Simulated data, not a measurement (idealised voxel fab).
A process module follows: voxel ribs on slabs.
Displayed cross-section: cut, width of 220 nm, square cells sized 5 nm.
Cross-section, as written here: a square-cell grid given band by band from the top down, where a band holds one or more rows of cells. Heads up on the band format: heights come first, top then bottom, in nm. After that it's the materials left to right, each with its width in nm. A single material flagged "edge to edge" fills the whole band edge to edge, and "air" means there's empty space there. Counting heights begins at 0, where everything beneath is, in the wafer as received, one material. The lowest band has no bottom; it goes on downwards, as "z 0 and below" shows. Width: "30 to 40" (first number = top row, second number = bottom row, same change from row to row of cells). Take "nothing altered" at face value: in the step it is given for, the cross-section changed in none of its cells. Reported under the label "Closed voids list" are the empty spaces having no open way to the top and comprising 8 cells or more; the notation for each is width x height at distance, in which the distance is measured from the left edge and all three values are in nm. What comes after the settings on a step's line is commentary from the simulator itself on that step. overlay nm: for a step with a mask, the amount by which the mask lay right of where it was planned; a negative amount means left of it.
# Planned process steps
1. op RECEIVE | material Si
2. op DIRECTIONAL_DEP | material SiO2 | thk nm 30
3. op DIRECTIONAL_DEP | material polySi | thk nm 15
4. op PATTERN | tone cover | mask id RIB | material resist | width nm 20 | thk nm 15 | overlay nm 0
5. op DIRECTIONAL_ETCH | etch materials polySi | depth nm 10
6. op STRIP | etch materials resist
7. op MASKED_ETCH | tone cover | mask id SLAB | width nm 70 | etch materials polySi | depth nm 5 | overlay nm 0
8. op FILL_DEP | material SiO2 | thk nm 15
9. op CMP | height nm 55
10. op DIRECTIONAL_DEP | material TiN | thk nm 5
11. op DIRECTIONAL_DEP | material aC | thk nm 15
12. op PATTERN | tone cover | mask id HEATER | material resist | width nm 30 | thk nm 35 | overlay nm 0
13. op DIRECTIONAL_ETCH | etch materials aC | depth nm 15
14. op STRIP | etch materials resist
15. op DIRECTIONAL_ETCH | etch materials TiN | depth nm 5
16. op STRIP | etch materials aC
17. op CONFORMAL_DEP | material SiO2 | thk nm 5
# Wafer cross-section on receipt, i.e. after step 1
- z 0 and below: Si edge to edge
- Closed voids list: none
# Module complete, cross-section. Starting point and plan per above. One mistake made in running the module
- z 65 to 60: SiO2 edge to edge
- z 60 to 55: polySi edge to edge
- z 55 to 45: SiO2 edge to edge
- z 45 to 35: 100 of SiO2 | 20 of polySi | 100 of SiO2
- z 35 to 30: 75 of SiO2 | 70 of polySi | 75 of SiO2
- z 30 to 0: SiO2 edge to edge
- z 0 and below: Si edge to edge
- Closed voids list: none
Deviation noted in wafer processing: note that step 10 departed from the planned setting and was carried out as op DIRECTIONAL_DEP | material polySi | thk nm 5
